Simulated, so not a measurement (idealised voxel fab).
Module name: voxel self aligned vias (process module)
Each square cell in cross-section cut measures 5 nm, and the section as a whole is 210 nm wide.
We lay out every cross-section as a grid of square cells and spell it out in bands from the top down, where one band means one or more rows of cells.
It is stipulated that each band's entry specify, in nanometres, the height of the top of the band and then that of its bottom, followed by the materials of the band in left-to-right sequence, each together with its width in nanometres. A single material marked by the word "everywhere" is understood to fill the band from edge to edge; the word "air" is understood to denote empty space.
Heights are expressed relative to 0, this being the level below which the as-received wafer comprises one material exclusively. The lowest band is unbounded in the downward direction and is denoted as in "0 and below".
When a width is written as two numbers, as in "30 to 40", the first number is the width in the top row of cells of the band and the second is the width in its bottom row, and the width changes by the same amount from each row to the next.
Reading "everything unchanged" for a step: not a cell of the cross-section changed in it.
Enclosed voids (no open way to top), threshold 8 cells or more, entry "Trapped voids", notation width x height at distance, distance from left edge, nm.
Whatever follows a step's settings on its line is a remark the simulator itself makes about that step.
"overlay nm" denotes, for a step that has a mask, the displacement of the mask to the right of its planned place, with negative values corresponding to the left.
Intended process steps:
1. RECEIVE [material Si]
2. CONFORMAL_DEP [material SiO2] [thk nm 10]
3. CONFORMAL_DEP [material SiCN] [thk nm 5]
4. DIRECTIONAL_DEP [material SiO2] [thk nm 25]
5. DIRECTIONAL_DEP [material aC] [thk nm 15]
6. PATTERN [tone open] [mask id LINES] [material resist] [width nm 20] [pitch nm 65] [thk nm 30] [overlay nm 0]
7. DIRECTIONAL_ETCH [etch materials aC] [depth nm 15]
8. STRIP [etch materials resist]
9. DIRECTIONAL_ETCH [etch materials SiO2] [depth nm 25]
10. STRIP [etch materials aC]
11. CONFORMAL_DEP [material TiN] [thk nm 5]
12. FILL_DEP [material Ru] [thk nm 10]
13. CMP [height nm 40]
14. SELECTIVE_ETCH [etch materials W Ru TiN] [depth nm 10]
15. FILL_DEP [material SiN] [thk nm 5]
16. CMP [height nm 40]
17. DIRECTIONAL_DEP [material SiO2] [thk nm 20]
18. MASKED_ETCH [tone open] [mask id VIAS] [width nm 40] [pitch nm 130] [etch materials SiO2] [depth nm 20] [overlay nm 0]
19. MASKED_ETCH [tone open] [mask id VIAS] [width nm 40] [pitch nm 130] [etch materials SiN] [depth nm 10] [overlay nm 0]
20. CONFORMAL_DEP [material TiN] [thk nm 5]
21. FILL_DEP [material Cu] [thk nm 10]
22. CMP [height nm 60]
23. CONFORMAL_DEP [material SiCN] [thk nm 5]
Cross-section: wafer on arrival = after step 1:
	0 and below | Si everywhere
	Trapped voids: none
Here's the cross-section of the first of our two wafers at the end of the module - it ran as planned:
	65 down to 60 | SiCN everywhere
	60 down to 45 | 20 of SiO2, 5 of TiN, 30 of Cu, 5 of TiN, 90 of SiO2, 5 of TiN, 30 of Cu, 5 of TiN, 20 of SiO2
	45 down to 40 | 20 of SiO2, 15 of TiN, 10 of Cu, 15 of TiN, 90 of SiO2, 15 of TiN, 10 of Cu, 15 of TiN, 20 of SiO2
	40 down to 35 | 30 of SiO2, 5 of TiN, 10 of Cu, 5 of TiN, 45 of SiO2, 20 of SiN, 45 of SiO2, 5 of TiN, 10 of Cu, 5 of TiN, 30 of SiO2
	35 down to 30 | 30 of SiO2, 20 of TiN, 45 of SiO2, 20 of SiN, 45 of SiO2, 20 of TiN, 30 of SiO2
	30 down to 20 | 30 of SiO2, 5 of TiN, 10 of Ru, 5 of TiN, 45 of SiO2, 5 of TiN, 10 of Ru, 5 of TiN, 45 of SiO2, 5 of TiN, 10 of Ru, 5 of TiN, 30 of SiO2
	20 down to 15 | 30 of SiO2, 20 of TiN, 45 of SiO2, 20 of TiN, 45 of SiO2, 20 of TiN, 30 of SiO2
	15 down to 10 | SiCN everywhere
	10 down to 0 | SiO2 everywhere
	0 and below | Si everywhere
	Trapped voids: none
Here is the second of the two wafers cut open at the end of the module - same start, same plan as the first one, but we made one mistake running it:
	65 down to 60 | SiCN everywhere
	60 down to 40 | 20 of SiO2, 5 of TiN, 30 of Cu, 5 of TiN, 90 of SiO2, 5 of TiN, 30 of Cu, 5 of TiN, 20 of SiO2
	40 down to 35 | 20 of SiO2, 5 of TiN, 30 of Cu, 5 of TiN, 35 of SiO2, 20 of SiN, 35 of SiO2, 5 of TiN, 30 of Cu, 5 of TiN, 20 of SiO2
	35 down to 30 | 20 of SiO2, 40 of TiN, 35 of SiO2, 20 of SiN, 35 of SiO2, 40 of TiN, 20 of SiO2
	30 down to 20 | 20 of SiO2, 15 of TiN, 10 of Ru, 15 of TiN, 35 of SiO2, 5 of TiN, 10 of Ru, 5 of TiN, 35 of SiO2, 15 of TiN, 10 of Ru, 15 of TiN, 20 of SiO2
	20 down to 15 | 30 of SiO2, 20 of TiN, 45 of SiO2, 20 of TiN, 45 of SiO2, 20 of TiN, 30 of SiO2
	15 down to 10 | SiCN everywhere
	10 down to 0 | SiO2 everywhere
	0 and below | Si everywhere
	Trapped voids: none
Error vs. plan: it should be noted that step 18 of the plan was executed twice
Wafer comparison, final, in cells, second relative to first, materials more or fewer: +16 Cu; -32 SiO2; +16 TiN
